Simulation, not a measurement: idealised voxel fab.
voxel wiring stack: a process module
In the cross-section labelled cut, the width is 270 nm and each square cell is 5 nm.
For the purposes of this document, a cross-section shall be understood as a grid of square cells, specified as bands listed in top-to-bottom order, each band consisting of one or more rows of cells. Per band: top height and bottom height in nm, followed by the left-to-right materials and their widths in nm; "everywhere" marks a single material spanning edge to edge, "empty" marks empty space. Heads up on the height convention: 0 is the point under which the incoming wafer is all one material, and the lowest band has no bottom, it just keeps going down, like "0 down". Top row gets the first number, bottom row gets the second, and each row in between changes by the same step: that is how a band width like "30->40" works. "no modifications", as given for a step, is the statement that not any cell of the cross-section underwent a change during that step. Internal closed voids: empty space of 8 cells or more with no open way to the top, each as width x height at its distance from the left edge, in nm. That trailing text on a step's line, after the settings, is the simulator's own remark on the step. For masked steps, "overlay nm" on the step line gives how far right of plan the mask actually lay; a minus sign means it lay to the left.
Set out below are the planned steps of the process
1) RECEIVE: material Si
2) CONFORMAL_DEP: material SiO2, thk nm 15
3) CONFORMAL_DEP: material SiN, thk nm 5
4) DIRECTIONAL_DEP: material SiO2, thk nm 20
5) DIRECTIONAL_DEP: material aC, thk nm 10
6) PATTERN: tone open, mask id METAL_1, material resist, width nm 30, pitch nm 55, thk nm 30, overlay nm 0
7) DIRECTIONAL_ETCH: etch materials aC, depth nm 10
8) STRIP: etch materials resist
9) DIRECTIONAL_ETCH: etch materials SiO2, depth nm 20
10) DIRECTIONAL_ETCH: etch materials SiN, depth nm 5
11) STRIP: etch materials aC
12) CONFORMAL_DEP: material TiN, thk nm 5
13) FILL_DEP: material Cu, thk nm 10
14) CMP: height nm 40
15) CONFORMAL_DEP: material SiCN, thk nm 5
16) DIRECTIONAL_DEP: material lowk, thk nm 25
17) PATTERN: tone open, mask id METAL_2, material resist, width nm 30, pitch nm 55, thk nm 15, overlay nm -15
18) DIRECTIONAL_ETCH: etch materials lowk, depth nm 15
19) STRIP: etch materials resist
20) PATTERN: tone open, mask id METAL_2_HOLES, material resist, width nm 15, pitch nm 110, thk nm 15, overlay nm 0
21) DIRECTIONAL_ETCH: etch materials lowk, depth nm 10
22) DIRECTIONAL_ETCH: etch materials SiCN, depth nm 5
23) STRIP: etch materials resist
24) CONFORMAL_DEP: material TiN, thk nm 5
25) FILL_DEP: material Ru, thk nm 10
26) CMP: height nm 70
27) CONFORMAL_DEP: material SiN, thk nm 5
For clarity, it should be stated that the wafers under discussion commence in an identical condition and differ with respect to the overlay nm of step 17, the plan indicating the value that the first wafer had.
Cut through the first of several wafers as received, post step 1
* 0 down = Si everywhere
* Internal closed voids: none
Last step of the module is step 27; after it, the first of several wafers in cross-section
* 75 to 70 = SiN everywhere
* 70 to 60 = lowk: 50; TiN: 5; Ru: 20; TiN: 5; lowk: 25; TiN: 5; Ru: 20; TiN: 5; lowk: 25; TiN: 5; Ru: 20; TiN: 5; lowk: 80
* 60 to 55 = lowk: 50; TiN: 20; Ru: 5; TiN: 5; lowk: 25; TiN: 30; lowk: 25; TiN: 20; Ru: 5; TiN: 5; lowk: 80
* 55 to 45 = lowk: 65; TiN: 5; Ru: 5; TiN: 5; lowk: 95; TiN: 5; Ru: 5; TiN: 5; lowk: 80
* 45 to 40 = SiCN: 65; TiN: 15; SiCN: 95; TiN: 15; SiCN: 80
* 40 to 20 = SiO2: 65; TiN: 5; Cu: 20; TiN: 5; SiO2: 25; TiN: 5; Cu: 20; TiN: 5; SiO2: 25; TiN: 5; Cu: 20; TiN: 5; SiO2: 65
* 20 to 15 = SiN: 65; TiN: 30; SiN: 25; TiN: 30; SiN: 25; TiN: 30; SiN: 65
* 15 to 0 = SiO2 everywhere
* 0 down = Si everywhere
* Internal closed voids: none
Here's the last wafer cross-sectioned at the end of the module
* 75 to 70 = SiN everywhere
* 70 to 60 = lowk: 65; TiN: 5->20; Ru: 35->20; TiN: 5; lowk: 25; TiN: 5; Ru: 20; TiN: 5; lowk: 10; TiN: 5->20; Ru: 35->20; TiN: 5; lowk: 50
* 60 to 55 = lowk: 80; TiN: 30; lowk: 25; TiN: 30; lowk: 25; TiN: 30; lowk: 50
* 55 to 45 = lowk everywhere
* 45 to 40 = SiCN everywhere
* 40 to 20 = SiO2: 65; TiN: 5; Cu: 20; TiN: 5; SiO2: 25; TiN: 5; Cu: 20; TiN: 5; SiO2: 25; TiN: 5; Cu: 20; TiN: 5; SiO2: 65
* 20 to 15 = SiN: 65; TiN: 30; SiN: 25; TiN: 30; SiN: 25; TiN: 30; SiN: 65
* 15 to 0 = SiO2 everywhere
* 0 down = Si everywhere
* Internal closed voids: none
Tabulated below, wafer by wafer, are the end-of-module results: for each material, the number of cells gained (+) or lost (-) relative to the as-received state, followed by the closed voids
overlay nm -15, +48 Cu, +30 Ru, +48 SiCN, +90 SiN, +306 SiO2, +84 TiN, +204 lowk, Internal closed voids: none
overlay nm -10, +48 Cu, +30 Ru, +48 SiCN, +90 SiN, +306 SiO2, +84 TiN, +204 lowk, Internal closed voids: none
overlay nm -5, +48 Cu, +30 Ru, +48 SiCN, +90 SiN, +306 SiO2, +84 TiN, +204 lowk, Internal closed voids: none
overlay nm 0, +48 Cu, +30 Ru, +48 SiCN, +90 SiN, +306 SiO2, +84 TiN, +204 lowk, Internal closed voids: none
overlay nm 5, +48 Cu, +26 Ru, +50 SiCN, +90 SiN, +306 SiO2, +86 TiN, +204 lowk, Internal closed voids: none
overlay nm 10, +48 Cu, +28 Ru, +52 SiCN, +90 SiN, +306 SiO2, +82 TiN, +204 lowk, Internal closed voids: none
overlay nm 15, +48 Cu, +30 Ru, +54 SiCN, +90 SiN, +306 SiO2, +78 TiN, +204 lowk, Internal closed voids: none
